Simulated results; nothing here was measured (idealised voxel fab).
This is a process module. Its name is voxel gate over fins.
Each square cell in cross-section cut measures 5 nm, and the section as a whole is 240 nm wide.
Bands, listed from the top down, are how a cross-section gets written in this document; the cross-section itself is a grid of square cells, and a band is one or more rows of them. In this notation a band is specified by the heights of its top and bottom, in that order and in nm, after which its materials appear from left to right, each paired with its width in nm. The word "throughout" attached to a single material means that material fills the band from edge to edge; the word "blank" stands for empty space. For the purposes of this specification, 0 denotes the height below which the wafer in its as-received condition is composed wholly of one material, and the lowermost band, lacking a lower limit, extends downward without end, as expressed in "0 nm and below". When a width is written as two numbers, as in "30->40", the first number is the width in the top row of cells of the band and the second is the width in its bottom row, and the width changes by the same amount from each row to the next. "all unchanged" for a step: no cell of the cross-section changed in that step. The label "Closed-off voids" introduces a list of the empty spaces, 8 cells or larger, that have no open way up to the top; each entry in it reads width x height at distance, where the distance is taken from the left edge and all three are stated in nm. Heads up: the bit after the settings on a step's line is the simulator's remark on that step. "overlay nm" denotes, for a step that has a mask, the displacement of the mask to the right of its planned place, with negative values corresponding to the left.

The following list gives the planned process steps
| 1 | RECEIVE with material Si |
| 2 | CONFORMAL_DEP with material SiN, thk nm 5 |
| 3 | PATTERN with tone cover, mask id FINS, material resist, width nm 15, pitch nm 50, thk nm 15, overlay nm 0 |
| 4 | DIRECTIONAL_ETCH with etch materials SiN, depth nm 5 |
| 5 | DIRECTIONAL_ETCH with etch materials Si, depth nm 30 |
| 6 | STRIP with etch materials resist |
| 7 | OXIDIZE with depth nm 5 |
| 8 | FILL_DEP with material SiO2, thk nm 5 |
| 9 | CMP with height nm 5 |
| 10 | MASKED_ETCH with tone open, mask id RAIL, width nm 15, etch materials SiO2, depth nm 30, overlay nm 0 |
| 11 | CONFORMAL_DEP with material TiN, thk nm 5 |
| 12 | FILL_DEP with material W, thk nm 10 |
| 13 | CMP with height nm 5 |
| 14 | SELECTIVE_ETCH with etch materials W Ru TiN, depth nm 20 |
| 15 | FILL_DEP with material SiO2, thk nm 5 |
| 16 | CMP with height nm 5 |
| 17 | SELECTIVE_ETCH with etch materials SiO2, depth nm 15 |
| 18 | STRIP with etch materials SiN |
| 19 | CONFORMAL_DEP with material HfO2, thk nm 5 |
| 20 | CONFORMAL_DEP with material TiN, thk nm 5 |
| 21 | FILL_DEP with material W, thk nm 15 |
| 22 | CMP with height nm 20 |
| 23 | CONFORMAL_DEP with material SiN, thk nm 5 |

First of two wafers: run as planned

Cross-sectional view of the wafer in its as-received condition, corresponding to the state after step 1
  0 nm and below: Si throughout
  Closed-off voids: none

Step 2 complete: cross-section through the wafer
  5 nm to 0 nm: SiN throughout
  Lower than 0, everything is as it was.

Step 3 complete: cross-section through the wafer
  20 nm to 5 nm: 85 blank  15 resist  35 blank  15 resist  90 blank
  Lower than 5, everything is as it was.

Step 4 complete: cross-section through the wafer
  20 nm to 5 nm: 85 blank  15 resist  35 blank  15 resist  90 blank
  5 nm to 0 nm: 85 blank  15 SiN  35 blank  15 SiN  90 blank
  Lower than 0, everything is as it was.

Step 5 complete: cross-section through the wafer
  20 nm to 5 nm: 85 blank  15 resist  35 blank  15 resist  90 blank
  5 nm to 0 nm: 85 blank  15 SiN  35 blank  15 SiN  90 blank
  0 nm to -30 nm: 85 blank  15 Si  35 blank  15 Si  90 blank
  Lower than -30, everything is as it was.

Step 6 complete: cross-section through the wafer
  5 nm to 0 nm: 85 blank  15 SiN  35 blank  15 SiN  90 blank
  Lower than 0, everything is as it was.

Step 7 complete: cross-section through the wafer
  5 nm to 0 nm: 85 blank  15 SiN  35 blank  15 SiN  90 blank
  0 nm to -30 nm: 85 blank  5 SiO2  5 Si  5 SiO2  35 blank  5 SiO2  5 Si  5 SiO2  90 blank
  -30 nm to -35 nm: 90 SiO2  5 Si  45 SiO2  5 Si  95 SiO2
  Lower than -35, everything is as it was.

Step 8 complete: cross-section through the wafer
  10 nm to 5 nm: SiO2 throughout
  5 nm to 0 nm: 85 SiO2  15 SiN  35 SiO2  15 SiN  90 SiO2
  0 nm to -35 nm: 90 SiO2  5 Si  45 SiO2  5 Si  95 SiO2
  Lower than -35, everything is as it was.

Step 9 complete: cross-section through the wafer
  5 nm to 0 nm: 85 SiO2  15 SiN  35 SiO2  15 SiN  90 SiO2
  Lower than 0, everything is as it was.

Step 10 complete: cross-section through the wafer
  5 nm to 0 nm: 85 SiO2  15 SiN  10 SiO2  15 blank  10 SiO2  15 SiN  90 SiO2
  0 nm to -25 nm: 90 SiO2  5 Si  15 SiO2  15 blank  15 SiO2  5 Si  95 SiO2
  Lower than -25, everything is as it was.

Step 11 complete: cross-section through the wafer
  10 nm to 5 nm: 115 TiN  5 blank  120 TiN
  5 nm to 0 nm: 85 SiO2  15 SiN  10 SiO2  5 TiN  5 blank  5 TiN  10 SiO2  15 SiN  90 SiO2
  0 nm to -20 nm: 90 SiO2  5 Si  15 SiO2  5 TiN  5 blank  5 TiN  15 SiO2  5 Si  95 SiO2
  -20 nm to -25 nm: 90 SiO2  5 Si  15 SiO2  15 TiN  15 SiO2  5 Si  95 SiO2
  Lower than -25, everything is as it was.

Step 12 complete: cross-section through the wafer
  20 nm to 10 nm: W throughout
  10 nm to 5 nm: 115 TiN  5 W  120 TiN
  5 nm to 0 nm: 85 SiO2  15 SiN  10 SiO2  5 TiN  5 W  5 TiN  10 SiO2  15 SiN  90 SiO2
  0 nm to -20 nm: 90 SiO2  5 Si  15 SiO2  5 TiN  5 W  5 TiN  15 SiO2  5 Si  95 SiO2
  Lower than -20, everything is as it was.

Step 13 complete: cross-section through the wafer
  5 nm to 0 nm: 85 SiO2  15 SiN  10 SiO2  5 TiN  5 W  5 TiN  10 SiO2  15 SiN  90 SiO2
  Lower than 0, everything is as it was.

Step 14 complete: cross-section through the wafer
  5 nm to 0 nm: 85 SiO2  15 SiN  10 SiO2  15 blank  10 SiO2  15 SiN  90 SiO2
  0 nm to -15 nm: 90 SiO2  5 Si  15 SiO2  15 blank  15 SiO2  5 Si  95 SiO2
  Lower than -15, everything is as it was.

Step 15 complete: cross-section through the wafer
  10 nm to 5 nm: SiO2 throughout
  5 nm to 0 nm: 85 SiO2  15 SiN  35 SiO2  15 SiN  90 SiO2
  0 nm to -15 nm: 90 SiO2  5 Si  45 SiO2  5 Si  95 SiO2
  Lower than -15, everything is as it was.

Step 16 complete: cross-section through the wafer
  5 nm to 0 nm: 85 SiO2  15 SiN  35 SiO2  15 SiN  90 SiO2
  Lower than 0, everything is as it was.

Step 17 complete: cross-section through the wafer
  5 nm to 0 nm: 85 blank  15 SiN  35 blank  15 SiN  90 blank
  0 nm to -10 nm: 90 blank  5 Si  45 blank  5 Si  95 blank
  Lower than -10, everything is as it was.

Step 18 complete: cross-section through the wafer
  0 nm to -10 nm: 90 blank  5 Si  45 blank  5 Si  95 blank
  Lower than -10, everything is as it was.

Step 19 complete: cross-section through the wafer
  5 nm to 0 nm: 85 blank  15 HfO2  35 blank  15 HfO2  90 blank
  0 nm to -5 nm: 85 blank  5 HfO2  5 Si  5 HfO2  35 blank  5 HfO2  5 Si  5 HfO2  90 blank
  -5 nm to -10 nm: 90 HfO2  5 Si  45 HfO2  5 Si  95 HfO2
  Lower than -10, everything is as it was.

Step 20 complete: cross-section through the wafer
  10 nm to 5 nm: 80 blank  25 TiN  25 blank  25 TiN  85 blank
  5 nm to 0 nm: 80 blank  5 TiN  15 HfO2  5 TiN  25 blank  5 TiN  15 HfO2  5 TiN  85 blank
  0 nm to -5 nm: 85 TiN  5 HfO2  5 Si  5 HfO2  35 TiN  5 HfO2  5 Si  5 HfO2  90 TiN
  Lower than -5, everything is as it was.

Step 21 complete: cross-section through the wafer
  25 nm to 10 nm: W throughout
  10 nm to 5 nm: 80 W  25 TiN  25 W  25 TiN  85 W
  5 nm to 0 nm: 80 W  5 TiN  15 HfO2  5 TiN  25 W  5 TiN  15 HfO2  5 TiN  85 W
  Lower than 0, everything is as it was.

Step 22 complete: cross-section through the wafer
  20 nm to 10 nm: W throughout
  Lower than 10, everything is as it was.

Step 23 complete: cross-section through the wafer
  25 nm to 20 nm: SiN throughout
  Lower than 20, everything is as it was.

Wafer two. Same start, same plan, one slip in execution. Same as wafer one through step 2, inclusive

The second wafer in cross-section, at the planned close of step 3
  20 nm to 5 nm: 95 blank  15 resist  35 blank  15 resist  80 blank
  Lower than 5, everything is as it was.

The second wafer in cross-section, at the planned close of step 4
  20 nm to 5 nm: 95 blank  15 resist  35 blank  15 resist  80 blank
  5 nm to 0 nm: 95 blank  15 SiN  35 blank  15 SiN  80 blank
  Lower than 0, everything is as it was.

The second wafer in cross-section, at the planned close of step 5
  20 nm to 5 nm: 95 blank  15 resist  35 blank  15 resist  80 blank
  5 nm to 0 nm: 95 blank  15 SiN  35 blank  15 SiN  80 blank
  0 nm to -30 nm: 95 blank  15 Si  35 blank  15 Si  80 blank
  Lower than -30, everything is as it was.

The second wafer in cross-section, at the planned close of step 6
  5 nm to 0 nm: 95 blank  15 SiN  35 blank  15 SiN  80 blank
  Lower than 0, everything is as it was.

The second wafer in cross-section, at the planned close of step 7
  5 nm to 0 nm: 95 blank  15 SiN  35 blank  15 SiN  80 blank
  0 nm to -30 nm: 95 blank  5 SiO2  5 Si  5 SiO2  35 blank  5 SiO2  5 Si  5 SiO2  80 blank
  -30 nm to -35 nm: 100 SiO2  5 Si  45 SiO2  5 Si  85 SiO2
  Lower than -35, everything is as it was.

The second wafer in cross-section, at the planned close of step 8
  10 nm to 5 nm: SiO2 throughout
  5 nm to 0 nm: 95 SiO2  15 SiN  35 SiO2  15 SiN  80 SiO2
  0 nm to -35 nm: 100 SiO2  5 Si  45 SiO2  5 Si  85 SiO2
  Lower than -35, everything is as it was.

The second wafer in cross-section, at the planned close of step 9
  5 nm to 0 nm: 95 SiO2  15 SiN  35 SiO2  15 SiN  80 SiO2
  Lower than 0, everything is as it was.

The second wafer in cross-section, at the planned close of step 10
  5 nm to 0 nm: 95 SiO2  15 SiN  15 blank  20 SiO2  15 SiN  80 SiO2
  0 nm to -25 nm: 100 SiO2  5 Si  5 SiO2  15 blank  25 SiO2  5 Si  85 SiO2
  Lower than -25, everything is as it was.

The second wafer in cross-section, at the planned close of step 11
  10 nm to 5 nm: 115 TiN  5 blank  120 TiN
  5 nm to 0 nm: 95 SiO2  15 SiN  5 TiN  5 blank  5 TiN  20 SiO2  15 SiN  80 SiO2
  0 nm to -20 nm: 100 SiO2  5 Si  5 SiO2  5 TiN  5 blank  5 TiN  25 SiO2  5 Si  85 SiO2
  -20 nm to -25 nm: 100 SiO2  5 Si  5 SiO2  15 TiN  25 SiO2  5 Si  85 SiO2
  Lower than -25, everything is as it was.

The second wafer in cross-section, at the planned close of step 12
  20 nm to 10 nm: W throughout
  10 nm to 5 nm: 115 TiN  5 W  120 TiN
  5 nm to 0 nm: 95 SiO2  15 SiN  5 TiN  5 W  5 TiN  20 SiO2  15 SiN  80 SiO2
  0 nm to -20 nm: 100 SiO2  5 Si  5 SiO2  5 TiN  5 W  5 TiN  25 SiO2  5 Si  85 SiO2
  Lower than -20, everything is as it was.

The second wafer in cross-section, at the planned close of step 13
  5 nm to 0 nm: 95 SiO2  15 SiN  5 TiN  5 W  5 TiN  20 SiO2  15 SiN  80 SiO2
  Lower than 0, everything is as it was.

The second wafer in cross-section, at the planned close of step 14
  5 nm to 0 nm: 95 SiO2  15 SiN  15 blank  20 SiO2  15 SiN  80 SiO2
  0 nm to -15 nm: 100 SiO2  5 Si  5 SiO2  15 blank  25 SiO2  5 Si  85 SiO2
  Lower than -15, everything is as it was.

The second wafer in cross-section, at the planned close of step 15
  10 nm to 5 nm: SiO2 throughout
  5 nm to 0 nm: 95 SiO2  15 SiN  35 SiO2  15 SiN  80 SiO2
  0 nm to -15 nm: 100 SiO2  5 Si  45 SiO2  5 Si  85 SiO2
  Lower than -15, everything is as it was.

The second wafer in cross-section, at the planned close of step 16
  5 nm to 0 nm: 95 SiO2  15 SiN  35 SiO2  15 SiN  80 SiO2
  Lower than 0, everything is as it was.

The second wafer in cross-section, at the planned close of step 17
  5 nm to 0 nm: 95 blank  15 SiN  35 blank  15 SiN  80 blank
  0 nm to -10 nm: 100 blank  5 Si  45 blank  5 Si  85 blank
  Lower than -10, everything is as it was.

The second wafer in cross-section, at the planned close of step 18
  0 nm to -10 nm: 100 blank  5 Si  45 blank  5 Si  85 blank
  Lower than -10, everything is as it was.

The second wafer in cross-section, at the planned close of step 19
  5 nm to 0 nm: 95 blank  15 HfO2  35 blank  15 HfO2  80 blank
  0 nm to -5 nm: 95 blank  5 HfO2  5 Si  5 HfO2  35 blank  5 HfO2  5 Si  5 HfO2  80 blank
  -5 nm to -10 nm: 100 HfO2  5 Si  45 HfO2  5 Si  85 HfO2
  Lower than -10, everything is as it was.

The second wafer in cross-section, at the planned close of step 20
  10 nm to 5 nm: 90 blank  25 TiN  25 blank  25 TiN  75 blank
  5 nm to 0 nm: 90 blank  5 TiN  15 HfO2  5 TiN  25 blank  5 TiN  15 HfO2  5 TiN  75 blank
  0 nm to -5 nm: 95 TiN  5 HfO2  5 Si  5 HfO2  35 TiN  5 HfO2  5 Si  5 HfO2  80 TiN
  Lower than -5, everything is as it was.

The second wafer in cross-section, at the planned close of step 21
  25 nm to 10 nm: W throughout
  10 nm to 5 nm: 90 W  25 TiN  25 W  25 TiN  75 W
  5 nm to 0 nm: 90 W  5 TiN  15 HfO2  5 TiN  25 W  5 TiN  15 HfO2  5 TiN  75 W
  Lower than 0, everything is as it was.

The second wafer in cross-section, at the planned close of step 22
  20 nm to 10 nm: W throughout
  Lower than 10, everything is as it was.

The second wafer in cross-section, at the planned close of step 23
  25 nm to 20 nm: SiN throughout
  Lower than 20, everything is as it was.
Heads up, the wafer didn't run the way we planned it: step 3: run off-plan, actual operation and settings PATTERN with tone cover, mask id FINS, material resist, width nm 15, pitch nm 50, thk nm 15, overlay nm 10
End check, second vs first wafer: material counts in cells match, positions do not.
